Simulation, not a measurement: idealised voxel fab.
process module | voxel spacer lines
cross-section cut | 280 nm wide | cells 5 nm
A cross-section is a grid of square cells, given in bands from the top down. A band is one or more rows of cells.
Each band's line starts with the height of the band's top and of its bottom, in nm. Then come its materials from left to right, each with its width in nm. One material with "throughout" fills the band from edge to edge. "air" is empty space.
Height 0 is the level under which the wafer as received is all one material. The lowest band goes on downwards, as in "0 down".
A width such as "30 to 40" changes by the same amount from each row of cells to the next, from the band's top row to its bottom row.
"no change" after a step means that no cell of the cross-section changed.
closed voids: empty space of 8 cells or more with no open way to the top, each as width x height at its distance from the left edge, in nm
after a step's settings: what the simulator itself notes on the step
overlay nm, on a step with a mask: how far to the right of its planned place the mask lay; to the left if negative
plan
1 op RECEIVE | material Si
2 op CONFORMAL_DEP | material SiO2 | thk nm 5
3 op DIRECTIONAL_DEP | material TiN | thk nm 10
4 op DIRECTIONAL_DEP | material polySi | thk nm 25
5 op PATTERN | tone cover | mask id MANDREL | material resist | width nm 15 | pitch nm 50 | thk nm 30 | overlay nm 0
6 op DIRECTIONAL_ETCH | etch materials polySi | depth nm 25
7 op STRIP | etch materials resist
8 op CONFORMAL_DEP | material SiN | thk nm 10
9 op DIRECTIONAL_ETCH | etch materials SiN | depth nm 10
10 op STRIP | etch materials polySi
11 op DIRECTIONAL_ETCH | etch materials TiN | depth nm 10
12 op STRIP | etch materials SiN
varied across the wafers: width nm of step 5. The plan shows the first wafer's value. All wafers start alike
first wafer as received, after step 1
  0 down: Si throughout
  closed voids: none
each wafer at the end: cells of each material gained (+) or lost (-) since it was received, then its closed voids
width nm 15 | +56 SiO2 | +24 TiN | closed voids: none
width nm 20 | +56 SiO2 | +24 TiN | closed voids: none
width nm 25 | +56 SiO2 | +24 TiN | closed voids: none
width nm 30 | +56 SiO2 | +24 TiN | closed voids: none
